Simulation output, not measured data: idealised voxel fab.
process module | voxel transistor to metal
cross-section cut | 170 nm wide | cells 5 nm
A cross-section is a grid of square cells, given in bands from the top down. A band is one or more rows of cells.
Each band's line starts with the height of the band's top and of its bottom, in nm. Then come its materials from left to right, each with its width in nm. One material with "throughout" fills the band from edge to edge. "air" is empty space.
Height 0 is the level under which the wafer as received is all one material. The lowest band goes on downwards, as in "0 down".
A width such as "30 to 40" changes by the same amount from each row of cells to the next, from the band's top row to its bottom row.
"no change" after a step means that no cell of the cross-section changed.
closed voids: empty space of 8 cells or more with no open way to the top, each as width x height at its distance from the left edge, in nm
after a step's settings: what the simulator itself notes on the step
overlay nm, on a step with a mask: how far to the right of its planned place the mask lay; to the left if negative
plan
1 op RECEIVE | material Si
2 op CONFORMAL_DEP | material SiO2 | thk nm 5
3 op CONFORMAL_DEP | material SiN | thk nm 15
4 op DIRECTIONAL_DEP | material aC | thk nm 10
5 op PATTERN | tone cover | mask id ACTIVE | material resist | width nm 95 | thk nm 25 | overlay nm 0
6 op DIRECTIONAL_ETCH | etch materials aC | depth nm 10
7 op STRIP | etch materials resist
8 op DIRECTIONAL_ETCH | etch materials SiN | depth nm 15
9 op DIRECTIONAL_ETCH | etch materials SiO2 | depth nm 5
10 op DIRECTIONAL_ETCH | etch materials Si | depth nm 35
11 op STRIP | etch materials aC
12 op OXIDIZE | depth nm 5
13 op FILL_DEP | material SiO2 | thk nm 10
14 op CMP | height nm 20
15 op SELECTIVE_ETCH | etch materials SiO2 | depth nm 10
16 op STRIP | etch materials SiN
17 op SELECTIVE_ETCH | etch materials SiO2 | depth nm 5
18 op OXIDIZE | depth nm 5
19 op DIRECTIONAL_DEP | material polySi | thk nm 20
20 op DIRECTIONAL_DEP | material SiCN | thk nm 15
21 op MASKED_ETCH | tone cover | mask id GATE | width nm 15 | etch materials SiCN | depth nm 25 | overlay nm 0
22 op MASKED_ETCH | tone cover | mask id GATE | width nm 15 | etch materials polySi | depth nm 30 | overlay nm 0
23 op CONFORMAL_DEP | material SiN | thk nm 10
24 op DIRECTIONAL_ETCH | etch materials SiN | depth nm 10
25 op DIRECTIONAL_ETCH | etch materials SiO2 | depth nm 5
26 op DIRECTIONAL_ETCH | etch materials Si | depth nm 5
27 op EPI | material SiGe | thk nm 10
28 op FILL_DEP | material SiO2 | thk nm 10
29 op CMP | height nm 35
30 op DIRECTIONAL_DEP | material SiO2 | thk nm 15
31 op DIRECTIONAL_DEP | material aC | thk nm 15
32 op PATTERN | tone open | mask id CONTACT | material resist | width nm 15 | pitch nm 70 | thk nm 30 | overlay nm 0
33 op DIRECTIONAL_ETCH | etch materials aC | depth nm 15
34 op STRIP | etch materials resist
35 op DIRECTIONAL_ETCH | etch materials SiO2 | depth nm 50
36 op STRIP | etch materials aC
37 op CONFORMAL_DEP | material TiN | thk nm 5
38 op FILL_DEP | material Ru | thk nm 10
39 op CMP | height nm 50
40 op DIRECTIONAL_DEP | material TiN | thk nm 5
41 op DIRECTIONAL_DEP | material W | thk nm 25
42 op PATTERN | tone cover | mask id METAL_1 | material resist | width nm 15 | pitch nm 70 | thk nm 20 | overlay nm 0
43 op DIRECTIONAL_ETCH | etch materials W | depth nm 25
44 op DIRECTIONAL_ETCH | etch materials TiN | depth nm 5
45 op STRIP | etch materials resist
46 op FILL_DEP | material lowk | thk nm 10
47 op CMP | height nm 80
48 op CONFORMAL_DEP | material SiCN | thk nm 5
as received, after step 1
  0 down: Si throughout
  closed voids: none
first wafer at the end, as planned
  85 to 80: SiCN throughout
  80 to 55: lowk 40 | W 15 | lowk 55 | W 15 | lowk 45
  55 to 50: lowk 40 | TiN 15 | lowk 55 | TiN 15 | lowk 45
  50 to 35: SiO2 40 | TiN 5 | Ru 5 | TiN 5 | SiO2 55 | TiN 5 | Ru 5 | TiN 5 | SiO2 45
  35 to 20: SiO2 40 | TiN 5 | Ru 5 | TiN 5 | SiO2 10 | SiN 10 | SiCN 15 | SiN 10 | SiO2 10 | TiN 5 | Ru 5 | TiN 5 | SiO2 45
  20 to 5: SiO2 40 | TiN 5 | Ru 5 | TiN 5 | SiO2 10 | SiN 10 | polySi 15 | SiN 10 | SiO2 10 | TiN 5 | Ru 5 | TiN 5 | SiO2 45
  5 to 0: SiO2 30 | SiN 10 | TiN 15 | SiGe 10 | SiN 10 | polySi 15 | SiN 10 | SiGe 10 | TiN 15 | SiN 10 | SiO2 35
  0 to -5: SiO2 40 | SiGe 25 | SiO2 35 | SiGe 25 | SiO2 45
  -5 to -10: SiO2 40 | SiGe 25 | Si 35 | SiGe 25 | SiO2 45
  -10 to -40: SiO2 40 | Si 85 | SiO2 45
  -40 down: Si throughout
  closed voids: none
second wafer at the end: like start, like plan, one mistake
  85 to 80: SiCN throughout
  80 to 55: lowk 40 | W 15 | lowk 55 | W 15 | lowk 45
  55 to 50: SiO2 throughout
  50 to 35: SiO2 40 | TiN 5 | Ru 5 | TiN 5 | SiO2 55 | TiN 5 | Ru 5 | TiN 5 | SiO2 45
  35 to 20: SiO2 40 | TiN 5 | Ru 5 | TiN 5 | SiO2 10 | SiN 10 | SiCN 15 | SiN 10 | SiO2 10 | TiN 5 | Ru 5 | TiN 5 | SiO2 45
  20 to 5: SiO2 40 | TiN 5 | Ru 5 | TiN 5 | SiO2 10 | SiN 10 | polySi 15 | SiN 10 | SiO2 10 | TiN 5 | Ru 5 | TiN 5 | SiO2 45
  5 to 0: SiO2 30 | SiN 10 | TiN 15 | SiGe 10 | SiN 10 | polySi 15 | SiN 10 | SiGe 10 | TiN 15 | SiN 10 | SiO2 35
  0 to -5: SiO2 40 | SiGe 25 | SiO2 35 | SiGe 25 | SiO2 45
  -5 to -10: SiO2 40 | SiGe 25 | Si 35 | SiGe 25 | SiO2 45
  -10 to -40: SiO2 40 | Si 85 | SiO2 45
  -40 down: Si throughout
  closed voids: none
what went wrong: step 40 ran as: op DIRECTIONAL_DEP | material SiO2 | thk nm 5
at the end the second wafer has, in cells: 34 more of SiO2 | 6 fewer of TiN | 28 fewer of lowk
